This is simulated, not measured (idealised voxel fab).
The document below concerns the process module designated voxel local oxidation.
cross-section cut | 205 nm wide | cells 5 nm
Just so we're on the same page, the cross-sections are grids of square cells, and they're listed out in bands top to bottom, each band one or more rows deep. What a band's entry tells you: where the top is and where the bottom is, as heights in nm, and after that what lies inside, material by material from left to right, each with its width in nm. Empty space is written as the word "empty", and a single material marked with the word "throughout" occupies the band from edge to edge. Height reference: 0 = level under which incoming wafer is all one material. Lowest band: no bottom, runs on downward, e.g. "0..down". With a width like "30 to 40", each row of cells in the band differs from the next by the same amount, the top row carrying the first number and the bottom row the second. Reading "changes: none" for a step: not a cell of the cross-section changed in it. The label "Sealed void listing" introduces a list of the empty spaces, 8 cells or larger, that have no open way up to the top; each entry in it reads width x height at distance, where the distance is taken from the left edge and all three are stated in nm. If you see something after the settings on a step's line, that's the simulator's own remark about that step. overlay nm: for a step with a mask, the amount by which the mask lay right of where it was planned; a negative amount means left of it.

### So here's the lineup of process steps we planned
1) RECEIVE,material Si
2) OXIDIZE,depth nm 5
3) CONFORMAL_DEP,material SiN,thk nm 10
4) MASKED_ETCH,tone cover,mask id ACTIVE,width nm 105,etch materials SiN,depth nm 10,overlay nm 0
5) SELECTIVE_ETCH,etch materials SiO2,depth nm 5
6) OXIDIZE,depth nm 10
7) STRIP,etch materials SiN

### Incoming wafer in cross-section (state: after step 1)
  0..down: Si throughout
  Sealed void listing: none

### Cross-sectional image of the first of two wafers at the end of the module, the run having proceeded as planned
  0..-5: 55 of empty, 95 of SiO2, 55 of empty
  -5..-15: 65 of SiO2, 75 of Si, 65 of SiO2
  -15..down: Si throughout
  Sealed void listing: none

### Module end: cross-section of wafer two of two. Same start and process plan as the first wafer. One mistake during execution
  0..-5: 60 of empty, 90 of SiO2, 55 of empty
  -5..-15: 70 of SiO2, 70 of Si, 65 of SiO2
  -15..down: Si throughout
  Sealed void listing: none
Against the plan, the run slipped here: step 4 was run on a setting that differed from the plan, and what really ran there is MASKED_ETCH,tone cover,mask id ACTIVE,width nm 100,etch materials SiN,depth nm 10,overlay nm 0
Wrapping up, a cell-based count of both wafers puts the second over or under the first for these materials: Si -2; SiO2 +1
